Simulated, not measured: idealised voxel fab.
Documented hereafter: the process module known as voxel capacitor over wiring.
The width of the displayed cross-section, cut, is 170 nm; its cells are square, with a size of 5 nm.
In this document a cross-section is written as a grid of square cells. It is given as a series of bands, listed from the top down, and a band is one or more rows of cells. Quick guide to a band line: top height, bottom height (nm) up front; then every material left to right with its width in nm. Only one material and it's marked "full width"? Then it fills the band edge to edge. And "empty" just means empty space. The level at which height equals 0 is the one under which the wafer, as it arrives, is entirely one material. No lower edge exists for the bottom band, which continues downward and is notated as in "0 down". Width "30..40": first value at the band's top row of cells, second value at its bottom row, equal change from row to row. "no modifications" -> step changed no cross-section cell. Empty spaces without an open route to the top, at least 8 cells in extent, make up the entry "Unvented cavities"; each is given as width x height at distance, where the distance is measured from the left edge, and all are in nm. Heads up: the bit after the settings on a step's line is the simulator's remark on that step. overlay nm: step with mask; distance mask lay right of planned place; negative value = left of planned place.

Below is the list of planned process steps
1. RECEIVE | material Si
2. CONFORMAL_DEP | material SiO2 | thk nm 10
3. DIRECTIONAL_DEP | material TiN | thk nm 5
4. DIRECTIONAL_DEP | material Ru | thk nm 15
5. MASKED_ETCH | tone cover | mask id METAL_1 | width nm 25 | pitch nm 80 | etch materials Ru | depth nm 15 | overlay nm 0
6. MASKED_ETCH | tone cover | mask id METAL_1 | width nm 25 | pitch nm 80 | etch materials TiN | depth nm 5 | overlay nm 0
7. CONFORMAL_DEP | material SiCN | thk nm 5
8. FILL_DEP | material lowk | thk nm 10
9. CMP | height nm 30
10. CONFORMAL_DEP | material SiCN | thk nm 5
11. DIRECTIONAL_DEP | material lowk | thk nm 15
12. PATTERN | tone open | mask id PLUG_1 | material resist | width nm 15 | thk nm 15 | overlay nm 0
13. DIRECTIONAL_ETCH | etch materials lowk | depth nm 15
14. DIRECTIONAL_ETCH | etch materials SiCN | depth nm 5
15. STRIP | etch materials resist
16. CONFORMAL_DEP | material TiN | thk nm 5
17. FILL_DEP | material Ru | thk nm 5
18. CMP | height nm 50
19. DIRECTIONAL_DEP | material TiN | thk nm 10
20. DIRECTIONAL_DEP | material SiN | thk nm 5
21. DIRECTIONAL_DEP | material TiN | thk nm 10
22. PATTERN | tone cover | mask id UPPER_PLATE | material resist | width nm 60 | thk nm 15 | overlay nm 0
23. DIRECTIONAL_ETCH | etch materials TiN | depth nm 10
24. DIRECTIONAL_ETCH | etch materials SiN | depth nm 5
25. STRIP | etch materials resist
26. DIRECTIONAL_DEP | material aC | thk nm 10
27. PATTERN | tone cover | mask id LOWER_PLATE | material resist | width nm 70 | thk nm 25 | overlay nm 0
28. DIRECTIONAL_ETCH | etch materials aC | depth nm 10
29. STRIP | etch materials resist
30. DIRECTIONAL_ETCH | etch materials TiN | depth nm 10
31. STRIP | etch materials aC
32. FILL_DEP | material SiO2 | thk nm 15
33. CMP | height nm 85
34. DIRECTIONAL_DEP | material aC | thk nm 15
35. PATTERN | tone open | mask id PLUG_2 | material resist | width nm 15 | thk nm 30 | overlay nm 0
36. DIRECTIONAL_ETCH | etch materials aC | depth nm 15
37. STRIP | etch materials resist
38. DIRECTIONAL_ETCH | etch materials SiO2 | depth nm 10
39. STRIP | etch materials aC
40. CONFORMAL_DEP | material TiN | thk nm 5
41. FILL_DEP | material Ru | thk nm 10
42. CMP | height nm 85
43. CONFORMAL_DEP | material SiCN | thk nm 5

Wafer, first of two, run as planned

Step 1 complete: cross-section of the wafer as received
- 0 down  Si full width
- Unvented cavities: none

Step 2 done - wafer cross-section
- 10 to 0  SiO2 full width
- Below a height of 0, the structure has not been altered.

Step 3 done - wafer cross-section
- 15 to 10  TiN full width
- Below a height of 10, the structure has not been altered.

Step 4 done - wafer cross-section
- 30 to 15  Ru full width
- Below a height of 15, the structure has not been altered.

Step 5 done - wafer cross-section
- 30 to 15  empty=30, Ru=25, empty=55, Ru=25, empty=35
- Below a height of 15, the structure has not been altered.

Step 6 done - wafer cross-section
- 30 to 15  empty=30, Ru=25, empty=55, Ru=25, empty=35
- 15 to 10  empty=30, TiN=25, empty=55, TiN=25, empty=35
- Below a height of 10, the structure has not been altered.

Step 7 done - wafer cross-section
- 35 to 30  empty=25, SiCN=35, empty=45, SiCN=35, empty=30
- 30 to 15  empty=25, SiCN=5, Ru=25, SiCN=5, empty=45, SiCN=5, Ru=25, SiCN=5, empty=30
- 15 to 10  SiCN=30, TiN=25, SiCN=55, TiN=25, SiCN=35
- Below a height of 10, the structure has not been altered.

Step 8 done - wafer cross-section
- 45 to 35  lowk full width
- 35 to 30  lowk=25, SiCN=35, lowk=45, SiCN=35, lowk=30
- 30 to 15  lowk=25, SiCN=5, Ru=25, SiCN=5, lowk=45, SiCN=5, Ru=25, SiCN=5, lowk=30
- Below a height of 15, the structure has not been altered.

Step 9 done - wafer cross-section
- 30 to 15  lowk=25, SiCN=5, Ru=25, SiCN=5, lowk=45, SiCN=5, Ru=25, SiCN=5, lowk=30
- Below a height of 15, the structure has not been altered.

Step 10 done - wafer cross-section
- 35 to 30  SiCN full width
- Below a height of 30, the structure has not been altered.

Step 11 done - wafer cross-section
- 50 to 35  lowk full width
- Below a height of 35, the structure has not been altered.

Step 12 done - wafer cross-section
- 65 to 50  resist=40, empty=15, resist=115
- Below a height of 50, the structure has not been altered.

Step 13 done - wafer cross-section
- 65 to 50  resist=40, empty=15, resist=115
- 50 to 35  lowk=40, empty=15, lowk=115
- Below a height of 35, the structure has not been altered.

Step 14 done - wafer cross-section
- 65 to 50  resist=40, empty=15, resist=115
- 50 to 35  lowk=40, empty=15, lowk=115
- 35 to 30  SiCN=40, empty=15, SiCN=115
- Below a height of 30, the structure has not been altered.

Step 15 done - wafer cross-section
- 50 to 35  lowk=40, empty=15, lowk=115
- Below a height of 35, the structure has not been altered.

Step 16 done - wafer cross-section
- 55 to 50  TiN=45, empty=5, TiN=120
- 50 to 35  lowk=40, TiN=5, empty=5, TiN=5, lowk=115
- 35 to 30  SiCN=40, TiN=15, SiCN=115
- Below a height of 30, the structure has not been altered.

Step 17 done - wafer cross-section
- 60 to 55  Ru full width
- 55 to 50  TiN=45, Ru=5, TiN=120
- 50 to 35  lowk=40, TiN=5, Ru=5, TiN=5, lowk=115
- Below a height of 35, the structure has not been altered.

Step 18 done - wafer cross-section
- 50 to 35  lowk=40, TiN=5, Ru=5, TiN=5, lowk=115
- Below a height of 35, the structure has not been altered.

Step 19 done - wafer cross-section
- 60 to 50  TiN full width
- Below a height of 50, the structure has not been altered.

Step 20 done - wafer cross-section
- 65 to 60  SiN full width
- Below a height of 60, the structure has not been altered.

Step 21 done - wafer cross-section
- 75 to 65  TiN full width
- Below a height of 65, the structure has not been altered.

Step 22 done - wafer cross-section
- 90 to 75  empty=40, resist=60, empty=70
- Below a height of 75, the structure has not been altered.

Step 23 done - wafer cross-section
- 90 to 75  empty=40, resist=60, empty=70
- 75 to 65  empty=40, TiN=60, empty=70
- Below a height of 65, the structure has not been altered.

Step 24 done - wafer cross-section
- 90 to 75  empty=40, resist=60, empty=70
- 75 to 65  empty=40, TiN=60, empty=70
- 65 to 60  empty=40, SiN=60, empty=70
- Below a height of 60, the structure has not been altered.

Step 25 done - wafer cross-section
- 75 to 65  empty=40, TiN=60, empty=70
- Below a height of 65, the structure has not been altered.

Step 26 done - wafer cross-section
- 85 to 75  empty=40, aC=60, empty=70
- 75 to 70  empty=40, TiN=60, empty=70
- 70 to 65  aC=40, TiN=60, aC=70
- 65 to 60  aC=40, SiN=60, aC=70
- Below a height of 60, the structure has not been altered.

Step 27 done - wafer cross-section
- 110 to 85  empty=35, resist=70, empty=65
- 85 to 75  empty=35, resist=5, aC=60, resist=5, empty=65
- 75 to 70  empty=35, resist=5, TiN=60, resist=5, empty=65
- Below a height of 70, the structure has not been altered.

Step 28 done - wafer cross-section
- 100 to 85  empty=35, resist=70, empty=65
- 85 to 75  empty=35, resist=5, aC=60, resist=5, empty=65
- 75 to 70  empty=35, resist=5, TiN=60, resist=5, empty=65
- 70 to 65  empty=35, aC=5, TiN=60, aC=5, empty=65
- 65 to 60  empty=35, aC=5, SiN=60, aC=5, empty=65
- Below a height of 60, the structure has not been altered.

Step 29 done - wafer cross-section
- 85 to 75  empty=40, aC=60, empty=70
- 75 to 70  empty=40, TiN=60, empty=70
- Below a height of 70, the structure has not been altered.

Step 30 done - wafer cross-section
- 85 to 75  empty=40, aC=60, empty=70
- 75 to 70  empty=40, TiN=60, empty=70
- 70 to 65  empty=35, aC=5, TiN=60, aC=5, empty=65
- 65 to 60  empty=35, aC=5, SiN=60, aC=5, empty=65
- 60 to 50  empty=35, TiN=70, empty=65
- Below a height of 50, the structure has not been altered.

Step 31 done - wafer cross-section
- 75 to 65  empty=40, TiN=60, empty=70
- 65 to 60  empty=40, SiN=60, empty=70
- Below a height of 60, the structure has not been altered.

Step 32 done - wafer cross-section
- 90 to 75  SiO2 full width
- 75 to 65  SiO2=40, TiN=60, SiO2=70
- 65 to 60  SiO2=40, SiN=60, SiO2=70
- 60 to 50  SiO2=35, TiN=70, SiO2=65
- Below a height of 50, the structure has not been altered.

Step 33 done - wafer cross-section
- 85 to 75  SiO2 full width
- Below a height of 75, the structure has not been altered.

Step 34 done - wafer cross-section
- 100 to 85  aC full width
- Below a height of 85, the structure has not been altered.

Step 35 done - wafer cross-section
- 130 to 100  resist=50, empty=15, resist=105
- Below a height of 100, the structure has not been altered.

Step 36 done - wafer cross-section
- 115 to 100  resist=50, empty=15, resist=105
- 100 to 85  aC=50, empty=15, aC=105
- Below a height of 85, the structure has not been altered.

Step 37 done - wafer cross-section
- 100 to 85  aC=50, empty=15, aC=105
- Below a height of 85, the structure has not been altered.

Step 38 done - wafer cross-section
- 100 to 85  aC=50, empty=15, aC=105
- 85 to 75  SiO2=50, empty=15, SiO2=105
- Below a height of 75, the structure has not been altered.

Step 39 done - wafer cross-section
- 85 to 75  SiO2=50, empty=15, SiO2=105
- Below a height of 75, the structure has not been altered.

Step 40 done - wafer cross-section
- 90 to 85  TiN=55, empty=5, TiN=110
- 85 to 80  SiO2=50, TiN=5, empty=5, TiN=5, SiO2=105
- 80 to 75  SiO2=50, TiN=15, SiO2=105
- Below a height of 75, the structure has not been altered.

Step 41 done - wafer cross-section
- 100 to 90  Ru full width
- 90 to 85  TiN=55, Ru=5, TiN=110
- 85 to 80  SiO2=50, TiN=5, Ru=5, TiN=5, SiO2=105
- Below a height of 80, the structure has not been altered.

Step 42 done - wafer cross-section
- 85 to 80  SiO2=50, TiN=5, Ru=5, TiN=5, SiO2=105
- Below a height of 80, the structure has not been altered.

Step 43 done - wafer cross-section
- 90 to 85  SiCN full width
- Below a height of 85, the structure has not been altered.

Second wafer: like start, like plan, one mistake. Through step 11 it matches the first wafer

Cross-sectional representation of the second wafer at the time designated in the plan for the completion of step 12
- 65 to 50  resist=40, empty=20, resist=110
- Below a height of 50, the structure has not been altered.

Cross-sectional representation of the second wafer at the time designated in the plan for the completion of step 13
- 65 to 50  resist=40, empty=20, resist=110
- 50 to 35  lowk=40, empty=20, lowk=110
- Below a height of 35, the structure has not been altered.

Cross-sectional representation of the second wafer at the time designated in the plan for the completion of step 14
- 65 to 50  resist=40, empty=20, resist=110
- 50 to 35  lowk=40, empty=20, lowk=110
- 35 to 30  SiCN=40, empty=20, SiCN=110
- Below a height of 30, the structure has not been altered.

Cross-sectional representation of the second wafer at the time designated in the plan for the completion of step 15
- 50 to 35  lowk=40, empty=20, lowk=110
- Below a height of 35, the structure has not been altered.

Cross-sectional representation of the second wafer at the time designated in the plan for the completion of step 16
- 55 to 50  TiN=45, empty=10, TiN=115
- 50 to 35  lowk=40, TiN=5, empty=10, TiN=5, lowk=110
- 35 to 30  SiCN=40, TiN=20, SiCN=110
- Below a height of 30, the structure has not been altered.

Cross-sectional representation of the second wafer at the time designated in the plan for the completion of step 17
- 60 to 55  Ru full width
- 55 to 50  TiN=45, Ru=10, TiN=115
- 50 to 35  lowk=40, TiN=5, Ru=10, TiN=5, lowk=110
- Below a height of 35, the structure has not been altered.

Cross-sectional representation of the second wafer at the time designated in the plan for the completion of step 18
- 50 to 35  lowk=40, TiN=5, Ru=10, TiN=5, lowk=110
- Below a height of 35, the structure has not been altered.

Cross-sectional representation of the second wafer at the time designated in the plan for the completion of step 19
- 60 to 50  TiN full width
- Below a height of 50, the structure has not been altered.

Cross-sectional representation of the second wafer at the time designated in the plan for the completion of step 20
- 65 to 60  SiN full width
- Below a height of 60, the structure has not been altered.

Cross-sectional representation of the second wafer at the time designated in the plan for the completion of step 21
- 75 to 65  TiN full width
- Below a height of 65, the structure has not been altered.

Cross-sectional representation of the second wafer at the time designated in the plan for the completion of step 22
- 90 to 75  empty=40, resist=60, empty=70
- Below a height of 75, the structure has not been altered.

Cross-sectional representation of the second wafer at the time designated in the plan for the completion of step 23
- 90 to 75  empty=40, resist=60, empty=70
- 75 to 65  empty=40, TiN=60, empty=70
- Below a height of 65, the structure has not been altered.

Cross-sectional representation of the second wafer at the time designated in the plan for the completion of step 24
- 90 to 75  empty=40, resist=60, empty=70
- 75 to 65  empty=40, TiN=60, empty=70
- 65 to 60  empty=40, SiN=60, empty=70
- Below a height of 60, the structure has not been altered.

Cross-sectional representation of the second wafer at the time designated in the plan for the completion of step 25
- 75 to 65  empty=40, TiN=60, empty=70
- Below a height of 65, the structure has not been altered.

Cross-sectional representation of the second wafer at the time designated in the plan for the completion of step 26
- 85 to 75  empty=40, aC=60, empty=70
- 75 to 70  empty=40, TiN=60, empty=70
- 70 to 65  aC=40, TiN=60, aC=70
- 65 to 60  aC=40, SiN=60, aC=70
- Below a height of 60, the structure has not been altered.

Cross-sectional representation of the second wafer at the time designated in the plan for the completion of step 27
- 110 to 85  empty=35, resist=70, empty=65
- 85 to 75  empty=35, resist=5, aC=60, resist=5, empty=65
- 75 to 70  empty=35, resist=5, TiN=60, resist=5, empty=65
- Below a height of 70, the structure has not been altered.

Cross-sectional representation of the second wafer at the time designated in the plan for the completion of step 28
- 100 to 85  empty=35, resist=70, empty=65
- 85 to 75  empty=35, resist=5, aC=60, resist=5, empty=65
- 75 to 70  empty=35, resist=5, TiN=60, resist=5, empty=65
- 70 to 65  empty=35, aC=5, TiN=60, aC=5, empty=65
- 65 to 60  empty=35, aC=5, SiN=60, aC=5, empty=65
- Below a height of 60, the structure has not been altered.

Cross-sectional representation of the second wafer at the time designated in the plan for the completion of step 29
- 85 to 75  empty=40, aC=60, empty=70
- 75 to 70  empty=40, TiN=60, empty=70
- Below a height of 70, the structure has not been altered.

Cross-sectional representation of the second wafer at the time designated in the plan for the completion of step 30
- 85 to 75  empty=40, aC=60, empty=70
- 75 to 70  empty=40, TiN=60, empty=70
- 70 to 65  empty=35, aC=5, TiN=60, aC=5, empty=65
- 65 to 60  empty=35, aC=5, SiN=60, aC=5, empty=65
- 60 to 50  empty=35, TiN=70, empty=65
- Below a height of 50, the structure has not been altered.

Cross-sectional representation of the second wafer at the time designated in the plan for the completion of step 31
- 75 to 65  empty=40, TiN=60, empty=70
- 65 to 60  empty=40, SiN=60, empty=70
- Below a height of 60, the structure has not been altered.

Cross-sectional representation of the second wafer at the time designated in the plan for the completion of step 32
- 90 to 75  SiO2 full width
- 75 to 65  SiO2=40, TiN=60, SiO2=70
- 65 to 60  SiO2=40, SiN=60, SiO2=70
- 60 to 50  SiO2=35, TiN=70, SiO2=65
- Below a height of 50, the structure has not been altered.

Cross-sectional representation of the second wafer at the time designated in the plan for the completion of step 33
- 85 to 75  SiO2 full width
- Below a height of 75, the structure has not been altered.

Cross-sectional representation of the second wafer at the time designated in the plan for the completion of step 34
- 100 to 85  aC full width
- Below a height of 85, the structure has not been altered.

Cross-sectional representation of the second wafer at the time designated in the plan for the completion of step 35
- 130 to 100  resist=50, empty=15, resist=105
- Below a height of 100, the structure has not been altered.

Cross-sectional representation of the second wafer at the time designated in the plan for the completion of step 36
- 115 to 100  resist=50, empty=15, resist=105
- 100 to 85  aC=50, empty=15, aC=105
- Below a height of 85, the structure has not been altered.

Cross-sectional representation of the second wafer at the time designated in the plan for the completion of step 37
- 100 to 85  aC=50, empty=15, aC=105
- Below a height of 85, the structure has not been altered.

Cross-sectional representation of the second wafer at the time designated in the plan for the completion of step 38
- 100 to 85  aC=50, empty=15, aC=105
- 85 to 75  SiO2=50, empty=15, SiO2=105
- Below a height of 75, the structure has not been altered.

Cross-sectional representation of the second wafer at the time designated in the plan for the completion of step 39
- 85 to 75  SiO2=50, empty=15, SiO2=105
- Below a height of 75, the structure has not been altered.

Cross-sectional representation of the second wafer at the time designated in the plan for the completion of step 40
- 90 to 85  TiN=55, empty=5, TiN=110
- 85 to 80  SiO2=50, TiN=5, empty=5, TiN=5, SiO2=105
- 80 to 75  SiO2=50, TiN=15, SiO2=105
- Below a height of 75, the structure has not been altered.

Cross-sectional representation of the second wafer at the time designated in the plan for the completion of step 41
- 100 to 90  Ru full width
- 90 to 85  TiN=55, Ru=5, TiN=110
- 85 to 80  SiO2=50, TiN=5, Ru=5, TiN=5, SiO2=105
- Below a height of 80, the structure has not been altered.

Cross-sectional representation of the second wafer at the time designated in the plan for the completion of step 42
- 85 to 80  SiO2=50, TiN=5, Ru=5, TiN=5, SiO2=105
- Below a height of 80, the structure has not been altered.

Cross-sectional representation of the second wafer at the time designated in the plan for the completion of step 43
- 90 to 85  SiCN full width
- Below a height of 85, the structure has not been altered.
Plan not followed: step 12 was processed under conditions differing from the plan, specifically as PATTERN | tone open | mask id PLUG_1 | material resist | width nm 20 | thk nm 15 | overlay nm 0
Final difference in cells, second wafer against first, listed per material as more or fewer: 3 more of Ru, 1 fewer of SiCN, 1 more of TiN, 3 fewer of lowk
